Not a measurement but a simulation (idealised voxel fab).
process module | voxel self aligned vias
cross-section cut | 225 nm wide | cells 5 nm
A cross-section is a grid of square cells, given in bands from the top down. A band is one or more rows of cells.
Each band's line starts with the height of the band's top and of its bottom, in nm. Then come its materials from left to right, each with its width in nm. One material with "throughout" fills the band from edge to edge. "air" is empty space.
Height 0 is the level under which the wafer as received is all one material. The lowest band goes on downwards, as in "0 down".
A width such as "30 to 40" changes by the same amount from each row of cells to the next, from the band's top row to its bottom row.
"no change" after a step means that no cell of the cross-section changed.
closed voids: empty space of 8 cells or more with no open way to the top, each as width x height at its distance from the left edge, in nm
after a step's settings: what the simulator itself notes on the step
overlay nm, on a step with a mask: how far to the right of its planned place the mask lay; to the left if negative
plan
1 op RECEIVE | material Si
2 op CONFORMAL_DEP | material SiO2 | thk nm 15
3 op CONFORMAL_DEP | material SiCN | thk nm 5
4 op DIRECTIONAL_DEP | material SiO2 | thk nm 20
5 op MASKED_ETCH | tone open | mask id LINES | width nm 25 | pitch nm 75 | etch materials SiO2 | depth nm 20 | overlay nm 0
6 op CONFORMAL_DEP | material TiN | thk nm 5
7 op FILL_DEP | material W | thk nm 10
8 op CMP | height nm 40
9 op SELECTIVE_ETCH | etch materials W Ru TiN | depth nm 5
10 op FILL_DEP | material SiN | thk nm 10
11 op CMP | height nm 40
12 op DIRECTIONAL_DEP | material SiO2 | thk nm 15
13 op DIRECTIONAL_DEP | material aC | thk nm 10
14 op PATTERN | tone open | mask id VIAS | material resist | width nm 45 | pitch nm 75 | thk nm 30 | overlay nm 0
15 op DIRECTIONAL_ETCH | etch materials aC | depth nm 10
16 op STRIP | etch materials resist
17 op DIRECTIONAL_ETCH | etch materials SiO2 | depth nm 15
18 op DIRECTIONAL_ETCH | etch materials SiN | depth nm 5
19 op STRIP | etch materials aC
20 op CONFORMAL_DEP | material TiN | thk nm 5
21 op FILL_DEP | material Cu | thk nm 10
22 op CMP | height nm 55
23 op CONFORMAL_DEP | material SiN | thk nm 5
as received, after step 1
  0 down: Si throughout
  closed voids: none
first wafer at the end, as planned
  60 to 55: SiN throughout
  55 to 45: SiO2 50 | TiN 5 | Cu 35 | TiN 5 | SiO2 30 | TiN 5 | Cu 35 | TiN 5 | SiO2 55
  45 to 40: SiO2 50 | TiN 15 | Cu 15 | TiN 15 | SiO2 30 | TiN 15 | Cu 15 | TiN 15 | SiO2 55
  40 to 35: SiO2 60 | TiN 25 | SiO2 50 | TiN 25 | SiO2 65
  35 to 25: SiO2 60 | TiN 5 | W 15 | TiN 5 | SiO2 50 | TiN 5 | W 15 | TiN 5 | SiO2 65
  25 to 20: SiO2 60 | TiN 25 | SiO2 50 | TiN 25 | SiO2 65
  20 to 15: SiCN throughout
  15 to 0: SiO2 throughout
  0 down: Si throughout
  closed voids: none
second wafer at the end: like start, like plan, one mistake
  60 to 55: SiN throughout
  55 to 40: SiO2 50 | TiN 5 | Cu 35 | TiN 5 | SiO2 30 | TiN 5 | Cu 35 | TiN 5 | SiO2 55
  40 to 35: SiO2 50 | TiN 45 | SiO2 30 | TiN 45 | SiO2 55
  35 to 25: SiO2 50 to 60 | TiN 15 to 5 | W 15 | TiN 15 to 5 | SiO2 30 to 50 | TiN 15 to 5 | W 15 | TiN 15 to 5 | SiO2 55 to 65
  25 to 20: SiO2 60 | TiN 25 | SiO2 50 | TiN 25 | SiO2 65
  20 to 15: SiCN throughout
  15 to 0: SiO2 throughout
  0 down: Si throughout
  closed voids: none
what went wrong: step 17 ran as: op DIRECTIONAL_ETCH | etch materials SiO2 | depth nm 25
at the end the second wafer has, in cells: 8 more of Cu | 16 fewer of SiO2 | 8 more of TiN
